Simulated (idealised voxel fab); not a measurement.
The process module presented herein is designated voxel transistor to metal.
Cross-sectional view cut (width: 160 nm; square cell size: 5 nm).
Cross-section spec: square-cell grid; bands listed top down; each band is one or more rows. Quick guide to a band line: top height, bottom height (nm) up front; then every material left to right with its width in nm. Only one material and it's marked "throughout"? Then it fills the band edge to edge. And "air" just means empty space. Below 0: as-received wafer, all one material; heights counted from there. Lowest band: no bottom, goes on down, written "top 0, no bottom". The width entry "30..40" should be interpreted row by row: the top row of cells in the band takes the first number, the bottom row takes the second number, and the change between adjacent rows is uniform throughout. It should be understood that the words "no alterations made", when stated for a given step, signify that the cross-section underwent no change in any of its cells during that step. "Sealed void list" - sealed voids, min. 8 cells, no opening to top; format: width x height at distance (distance from left edge; nm throughout). Anything after a step's settings on that line? It's the simulator's own note about the step. overlay nm: mask offset rightward from planned place, masked step; negative means leftward offset.

Intended process steps:
1. RECEIVE [material Si]
2. OXIDIZE [depth nm 5]
3. CONFORMAL_DEP [material SiN] [thk nm 15]
4. PATTERN [tone cover] [mask id ACTIVE] [material resist] [width nm 120] [thk nm 15] [overlay nm 0]
5. DIRECTIONAL_ETCH [etch materials SiN] [depth nm 15]
6. DIRECTIONAL_ETCH [etch materials SiO2] [depth nm 5]
7. DIRECTIONAL_ETCH [etch materials Si] [depth nm 35]
8. STRIP [etch materials resist]
9. OXIDIZE [depth nm 5]
10. FILL_DEP [material SiO2] [thk nm 5]
11. CMP [height nm 15]
12. SELECTIVE_ETCH [etch materials SiO2] [depth nm 5]
13. STRIP [etch materials SiN]
14. SELECTIVE_ETCH [etch materials SiO2] [depth nm 5]
15. OXIDIZE [depth nm 5]
16. DIRECTIONAL_DEP [material polySi] [thk nm 20]
17. DIRECTIONAL_DEP [material SiCN] [thk nm 10]
18. MASKED_ETCH [tone cover] [mask id GATE] [width nm 30] [etch materials SiCN] [depth nm 20] [overlay nm 0]
19. MASKED_ETCH [tone cover] [mask id GATE] [width nm 30] [etch materials polySi] [depth nm 30] [overlay nm 0]
20. CONFORMAL_DEP [material SiO2] [thk nm 5]
21. DIRECTIONAL_ETCH [etch materials SiO2] [depth nm 5]
22. CONFORMAL_DEP [material SiN] [thk nm 5]
23. DIRECTIONAL_ETCH [etch materials SiN] [depth nm 5]
24. DIRECTIONAL_ETCH [etch materials SiO2] [depth nm 5]
25. DIRECTIONAL_ETCH [etch materials Si] [depth nm 15]
26. EPI [material SiGe] [thk nm 20]
27. FILL_DEP [material SiO2] [thk nm 10]
28. CMP [height nm 15]
29. STRIP [etch materials polySi]
30. SELECTIVE_ETCH [etch materials SiO2] [depth nm 5]
31. CONFORMAL_DEP [material HfO2] [thk nm 5]
32. CONFORMAL_DEP [material TiN] [thk nm 5]
33. FILL_DEP [material W] [thk nm 10]
34. CMP [height nm 10]
35. DIRECTIONAL_DEP [material SiO2] [thk nm 10]
36. PATTERN [tone open] [mask id CONTACT] [material resist] [width nm 20] [pitch nm 90] [thk nm 15] [overlay nm 0]
37. DIRECTIONAL_ETCH [etch materials SiO2] [depth nm 25]
38. STRIP [etch materials resist]
39. CONFORMAL_DEP [material TiN] [thk nm 5]
40. FILL_DEP [material W] [thk nm 5]
41. CMP [height nm 20]
42. DIRECTIONAL_DEP [material TiN] [thk nm 5]
43. DIRECTIONAL_DEP [material W] [thk nm 20]
44. PATTERN [tone cover] [mask id METAL_1] [material resist] [width nm 20] [pitch nm 90] [thk nm 20] [overlay nm 0]
45. DIRECTIONAL_ETCH [etch materials W] [depth nm 20]
46. DIRECTIONAL_ETCH [etch materials TiN] [depth nm 5]
47. STRIP [etch materials resist]
48. CONFORMAL_DEP [material SiN] [thk nm 5]
49. FILL_DEP [material SiO2] [thk nm 10]
50. CMP [height nm 45]
51. CONFORMAL_DEP [material SiCN] [thk nm 5]
52. DIRECTIONAL_DEP [material SiO2] [thk nm 35]
53. PATTERN [tone open] [mask id METAL_2_HOLES] [material resist] [width nm 15] [pitch nm 90] [thk nm 20] [overlay nm 0]
54. DIRECTIONAL_ETCH [etch materials SiO2] [depth nm 35]
55. STRIP [etch materials resist]
56. PATTERN [tone open] [mask id METAL_2] [material resist] [width nm 20] [pitch nm 90] [thk nm 15] [overlay nm 0]
57. DIRECTIONAL_ETCH [etch materials SiO2] [depth nm 20]
58. DIRECTIONAL_ETCH [etch materials SiCN] [depth nm 5]
59. STRIP [etch materials resist]
60. CONFORMAL_DEP [material TiN] [thk nm 5]
61. FILL_DEP [material Cu] [thk nm 10]
62. CMP [height nm 85]
63. CONFORMAL_DEP [material SiCN] [thk nm 5]

as received, after step 1:
> top 0, no bottom | Si throughout
> Sealed void list: none

First of two wafers at the end of the module, shown in cross-section; run carried out as planned:
> top 90, bottom 85 | SiCN throughout
> top 85, bottom 70 | SiO2 25, TiN 5, Cu 10, TiN 5, SiO2 70, TiN 5, Cu 10, TiN 5, SiO2 25
> top 70, bottom 65 | SiO2 25, TiN 5, Cu 5, TiN 10, SiO2 70, TiN 5, Cu 5, TiN 10, SiO2 25
> top 65, bottom 50 | SiO2 25, TiN 5, Cu 5, TiN 5, SiO2 75, TiN 5, Cu 5, TiN 5, SiO2 30
> top 50, bottom 45 | SiCN 25, TiN 15, SiCN 75, TiN 15, SiCN 30
> top 45, bottom 25 | SiO2 20, SiN 5, W 20, SiN 5, SiO2 60, SiN 5, W 20, SiN 5, SiO2 20
> top 25, bottom 20 | SiN 25, TiN 20, SiN 70, TiN 20, SiN 25
> top 20, bottom 15 | SiO2 25, TiN 5, W 10, TiN 5, SiO2 70, TiN 5, W 10, TiN 5, SiO2 25
> top 15, bottom 10 | SiO2 25, TiN 20, SiO2 70, TiN 20, SiO2 25
> top 10, bottom 5 | SiO2 25, TiN 10, SiGe 20, SiN 5, HfO2 5, TiN 5, W 20, TiN 5, HfO2 5, SiN 5, SiGe 20, TiN 10, SiO2 25
> top 5, bottom 0 | SiO2 20, SiN 5, TiN 10, SiGe 20, SiN 5, HfO2 5, TiN 5, W 20, TiN 5, HfO2 5, SiN 5, SiGe 20, TiN 10, SiN 5, SiO2 20
> top 0, bottom -5 | SiO2 20, SiN 5, TiN 10, SiGe 20, SiN 5, HfO2 5, TiN 30, HfO2 5, SiN 5, SiGe 20, TiN 10, SiN 5, SiO2 20
> top -5, bottom -10 | SiO2 25, SiGe 30, SiO2 5, HfO2 40, SiO2 5, SiGe 30, SiO2 25
> top -10, bottom -25 | SiO2 25, SiGe 30, Si 50, SiGe 30, SiO2 25
> top -25, bottom -45 | SiO2 25, Si 110, SiO2 25
> top -45, no bottom | Si throughout
> Sealed void list: none

So this is wafer number two of the two, cut at the end of the module - it started where the first did and had the same plan, we just got one thing wrong running it:
> top 90, bottom 85 | SiCN throughout
> top 85, bottom 70 | SiO2 25, TiN 5, Cu 10, TiN 5, SiO2 70, TiN 5, Cu 10, TiN 5, SiO2 25
> top 70, bottom 65 | SiO2 25, TiN 5, Cu 5, TiN 10, SiO2 70, TiN 5, Cu 5, TiN 10, SiO2 25
> top 65, bottom 50 | SiO2 25, TiN 5, Cu 5, TiN 5, SiO2 75, TiN 5, Cu 5, TiN 5, SiO2 30
> top 50, bottom 45 | SiCN 25, TiN 15, SiCN 75, TiN 15, SiCN 30
> top 45, bottom 25 | SiO2 20, SiN 5, W 25, SiN 5, SiO2 55, SiN 5, W 25, SiN 5, SiO2 15
> top 25, bottom 20 | SiN 25, TiN 25, SiN 65, TiN 25, SiN 20
> top 20, bottom 15 | SiO2 25, TiN 5, W 10, TiN 5, SiO2 70, TiN 5, W 10, TiN 5, SiO2 25
> top 15, bottom 10 | SiO2 25, TiN 20, SiO2 70, TiN 20, SiO2 25
> top 10, bottom 5 | SiO2 25, TiN 10, SiGe 20, SiN 5, HfO2 5, TiN 5, W 20, TiN 5, HfO2 5, SiN 5, SiGe 20, TiN 10, SiO2 25
> top 5, bottom 0 | SiO2 20, SiN 5, TiN 10, SiGe 20, SiN 5, HfO2 5, TiN 5, W 20, TiN 5, HfO2 5, SiN 5, SiGe 20, TiN 10, SiN 5, SiO2 20
> top 0, bottom -5 | SiO2 20, SiN 5, TiN 10, SiGe 20, SiN 5, HfO2 5, TiN 30, HfO2 5, SiN 5, SiGe 20, TiN 10, SiN 5, SiO2 20
> top -5, bottom -10 | SiO2 25, SiGe 30, SiO2 5, HfO2 40, SiO2 5, SiGe 30, SiO2 25
> top -10, bottom -25 | SiO2 25, SiGe 30, Si 50, SiGe 30, SiO2 25
> top -25, bottom -45 | SiO2 25, Si 110, SiO2 25
> top -45, no bottom | Si throughout
> Sealed void list: none
Against the plan, the run slipped here: contrary to plan, step 44 was performed as PATTERN [tone cover] [mask id METAL_1] [material resist] [width nm 25] [pitch nm 90] [thk nm 20] [overlay nm 0]
FYI, end of process, the second wafer has more or fewer cells of some materials than the first: 2 fewer of SiN | 8 fewer of SiO2 | 2 more of TiN | 8 more of W
